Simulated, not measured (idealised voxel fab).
Presented below is a process module, voxel self aligned contacts.
The width of the displayed cross-section, cut, is 260 nm; its cells are square, with a size of 5 nm.
A cross-section is a grid of square cells, given in bands from the top down. A band is one or more rows of cells. Per band: top height and bottom height in nm, followed by the left-to-right materials and their widths in nm; "all across" marks a single material spanning edge to edge, "air" marks empty space. Heights are expressed relative to 0, this being the level below which the as-received wafer comprises one material exclusively. The lowest band is unbounded in the downward direction and is denoted as in "0..down". With a width like "30 to 40", each row of cells in the band differs from the next by the same amount, the top row carrying the first number and the bottom row the second. A step reported as "nothing changed" is a step in which no cell of the cross-section changed. In the "Closed void listing" entry, you get each enclosed empty space of 8 cells or more, one with no open way to the top, written width x height at distance, distance from the left edge, in nm. The remark found on a step's line after its settings is issued by the simulator itself and pertains to that step. overlay nm: mask offset rightward from planned place, masked step; negative means leftward offset.

[Set out below are the planned steps of the process]
1. RECEIVE | material Si
2. OXIDIZE | depth nm 5
3. DIRECTIONAL_DEP | material polySi | thk nm 30
4. DIRECTIONAL_DEP | material SiN | thk nm 15
5. MASKED_ETCH | tone cover | mask id GATE | width nm 25 | pitch nm 60 | etch materials SiN | depth nm 15 | overlay nm 0
6. MASKED_ETCH | tone cover | mask id GATE | width nm 25 | pitch nm 60 | etch materials polySi | depth nm 30 | overlay nm 0
7. CONFORMAL_DEP | material SiN | thk nm 5
8. DIRECTIONAL_ETCH | etch materials SiN | depth nm 5
9. FILL_DEP | material SiO2 | thk nm 20
10. CMP | height nm 55
11. MASKED_ETCH | tone open | mask id CONTACT | width nm 45 | etch materials SiO2 | depth nm 60 | overlay nm 0
12. CONFORMAL_DEP | material TiN | thk nm 5
13. FILL_DEP | material W | thk nm 10
14. CMP | height nm 55
15. CONFORMAL_DEP | material SiN | thk nm 5

[As received (post step 1): cross-section]
  0..down | Si all across
  Closed void listing: none

[first wafer at the end, as planned]
  60..55 | SiN all across
  55..45 | SiO2: 105, TiN: 5 to 15, W: 35 to 15, TiN: 5 to 15, SiO2: 110
  45..30 | SiO2: 80, SiN: 35, TiN: 5, W: 15, TiN: 5, SiN: 35, SiO2: 85
  30..0 | SiO2: 80, SiN: 5, polySi: 25, SiN: 5, TiN: 5, W: 15, TiN: 5, SiN: 5, polySi: 25, SiN: 5, SiO2: 85
  0..-5 | SiO2: 115, TiN: 25, SiO2: 120
  -5..down | Si all across
  Closed void listing: none

[What the second wafer looks like in cross-section once the module is done. Its start and its plan matched the first wafer's exactly; what differed was one mistake in how it was run]
  60..55 | SiN all across
  55..45 | SiO2: 105, TiN: 5 to 15, W: 35 to 15, TiN: 5 to 15, SiO2: 110
  45..35 | SiO2: 80, SiN: 35, TiN: 5, W: 15, TiN: 5, SiN: 35, SiO2: 85
  35..30 | SiO2: 80, SiN: 35, TiN: 10, W: 5, TiN: 10, SiN: 35, SiO2: 85
  30..0 | SiO2: 75, SiN: 5, polySi: 35, SiN: 5, TiN: 5, W: 5, TiN: 5, SiN: 5, polySi: 35, SiN: 5, SiO2: 80
  0..-5 | SiO2: 120, TiN: 15, SiO2: 125
  -5..down | Si all across
  Closed void listing: none
The mistake made against the process plan was this: rather than as planned, step 6 actually ran as MASKED_ETCH | tone cover | mask id GATE | width nm 35 | pitch nm 60 | etch materials polySi | depth nm 30 | overlay nm 0
The final cell counts differ between the wafers, with the second having more or fewer of some materials than the first: 10 fewer of SiO2 | 14 fewer of W | 24 more of polySi
